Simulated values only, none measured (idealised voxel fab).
process module | voxel tone inversion
cross-section cut | 205 nm wide | cells 5 nm
A cross-section is a grid of square cells, given in bands from the top down. A band is one or more rows of cells.
Each band's line starts with the height of the band's top and of its bottom, in nm. Then come its materials from left to right, each with its width in nm. One material with "throughout" fills the band from edge to edge. "air" is empty space.
Height 0 is the level under which the wafer as received is all one material. The lowest band goes on downwards, as in "0 down".
A width such as "30 to 40" changes by the same amount from each row of cells to the next, from the band's top row to its bottom row.
"no change" after a step means that no cell of the cross-section changed.
closed voids: empty space of 8 cells or more with no open way to the top, each as width x height at its distance from the left edge, in nm
after a step's settings: what the simulator itself notes on the step
overlay nm, on a step with a mask: how far to the right of its planned place the mask lay; to the left if negative
plan
1 op RECEIVE | material Si
2 op CONFORMAL_DEP | material SiCN | thk nm 5
3 op DIRECTIONAL_DEP | material polySi | thk nm 20
4 op PATTERN | tone cover | mask id POSTS | material resist | width nm 25 | pitch nm 50 | thk nm 30 | overlay nm 0
5 op DIRECTIONAL_ETCH | etch materials polySi | depth nm 20
6 op STRIP | etch materials resist
7 op FILL_DEP | material SiO2 | thk nm 10
8 op CMP | height nm 25
9 op STRIP | etch materials polySi
10 op CONFORMAL_DEP | material TiN | thk nm 5
11 op FILL_DEP | material Ru | thk nm 10
12 op CMP | height nm 15
13 op CONFORMAL_DEP | material SiCN | thk nm 5
varied across the wafers: height nm of step 12. The plan shows the first wafer's value. All wafers start alike
first wafer as received, after step 1
  0 down: Si throughout
  closed voids: none
each wafer at the end: cells of each material gained (+) or lost (-) since it was received, then its closed voids
height nm 15 | +12 Ru | +82 SiCN | +42 SiO2 | +28 TiN | closed voids: none
height nm 20 | +24 Ru | +82 SiCN | +63 SiO2 | +36 TiN | closed voids: none
height nm 25 | +36 Ru | +82 SiCN | +84 SiO2 | +44 TiN | closed voids: none
height nm 30 | +48 Ru | +82 SiCN | +84 SiO2 | +73 TiN | closed voids: none
height nm 35 | +89 Ru | +82 SiCN | +84 SiO2 | +73 TiN | closed voids: none
height nm 40 | +130 Ru | +82 SiCN | +84 SiO2 | +73 TiN | closed voids: none
